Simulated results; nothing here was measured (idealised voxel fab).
process module | voxel gate over fins
cross-section cut | 185 nm wide | cells 5 nm
A cross-section is a grid of square cells, given in bands from the top down. A band is one or more rows of cells.
Each band's line starts with the height of the band's top and of its bottom, in nm. Then come its materials from left to right, each with its width in nm. One material with "throughout" fills the band from edge to edge. "air" is empty space.
Height 0 is the level under which the wafer as received is all one material. The lowest band goes on downwards, as in "0 down".
A width such as "30 to 40" changes by the same amount from each row of cells to the next, from the band's top row to its bottom row.
"no change" after a step means that no cell of the cross-section changed.
closed voids: empty space of 8 cells or more with no open way to the top, each as width x height at its distance from the left edge, in nm
after a step's settings: what the simulator itself notes on the step
overlay nm, on a step with a mask: how far to the right of its planned place the mask lay; to the left if negative
plan
1 op RECEIVE | material Si
2 op CONFORMAL_DEP | material SiN | thk nm 10
3 op PATTERN | tone cover | mask id FINS | material resist | width nm 15 | pitch nm 45 | thk nm 15 | overlay nm 0
4 op DIRECTIONAL_ETCH | etch materials SiN | depth nm 10
5 op DIRECTIONAL_ETCH | etch materials Si | depth nm 35
6 op STRIP | etch materials resist
7 op OXIDIZE | depth nm 5
8 op FILL_DEP | material SiO2 | thk nm 5
9 op CMP | height nm 10
10 op SELECTIVE_ETCH | etch materials SiO2 | depth nm 25
11 op STRIP | etch materials SiN
12 op CONFORMAL_DEP | material HfO2 | thk nm 5
13 op CONFORMAL_DEP | material TiN | thk nm 5
14 op FILL_DEP | material W | thk nm 10
15 op CMP | height nm 15
16 op CONFORMAL_DEP | material SiCN | thk nm 5
as received, after step 1
  0 down: Si throughout
  closed voids: none
first wafer at the end, as planned
  20 to 15: SiCN throughout
  15 to 10: W throughout
  10 to 5: W 55 | TiN 25 | W 20 | TiN 25 | W 60
  5 to 0: W 55 | TiN 5 | HfO2 15 | TiN 5 | W 20 | TiN 5 | HfO2 15 | TiN 5 | W 60
  0 to -5: W 55 | TiN 5 | HfO2 5 | Si 5 | HfO2 5 | TiN 5 | W 20 | TiN 5 | HfO2 5 | Si 5 | HfO2 5 | TiN 5 | W 60
  -5 to -10: TiN 60 | HfO2 5 | Si 5 | HfO2 5 | TiN 30 | HfO2 5 | Si 5 | HfO2 5 | TiN 65
  -10 to -15: HfO2 65 | Si 5 | HfO2 40 | Si 5 | HfO2 70
  -15 to -40: SiO2 65 | Si 5 | SiO2 40 | Si 5 | SiO2 70
  -40 down: Si throughout
  closed voids: none
second wafer at the end: like start, like plan, one mistake
  20 to 15: SiCN throughout
  15 to 10: W throughout
  10 to 5: W 50 | TiN 35 | W 10 | TiN 35 | W 55
  5 to 0: W 50 | TiN 5 | HfO2 25 | TiN 5 | W 10 | TiN 5 | HfO2 25 | TiN 5 | W 55
  0 to -5: W 50 | TiN 5 | HfO2 5 | Si 15 | HfO2 5 | TiN 5 | W 10 | TiN 5 | HfO2 5 | Si 15 | HfO2 5 | TiN 5 | W 55
  -5 to -10: TiN 55 | HfO2 5 | Si 15 | HfO2 5 | TiN 20 | HfO2 5 | Si 15 | HfO2 5 | TiN 60
  -10 to -15: HfO2 60 | Si 15 | HfO2 30 | Si 15 | HfO2 65
  -15 to -40: SiO2 60 | Si 15 | SiO2 30 | Si 15 | SiO2 65
  -40 down: Si throughout
  closed voids: none
what went wrong: step 3 ran as: op PATTERN | tone cover | mask id FINS | material resist | width nm 25 | pitch nm 45 | thk nm 15 | overlay nm 0
at the end the second wafer has, in cells: 32 more of Si | 20 fewer of SiO2 | 12 fewer of W
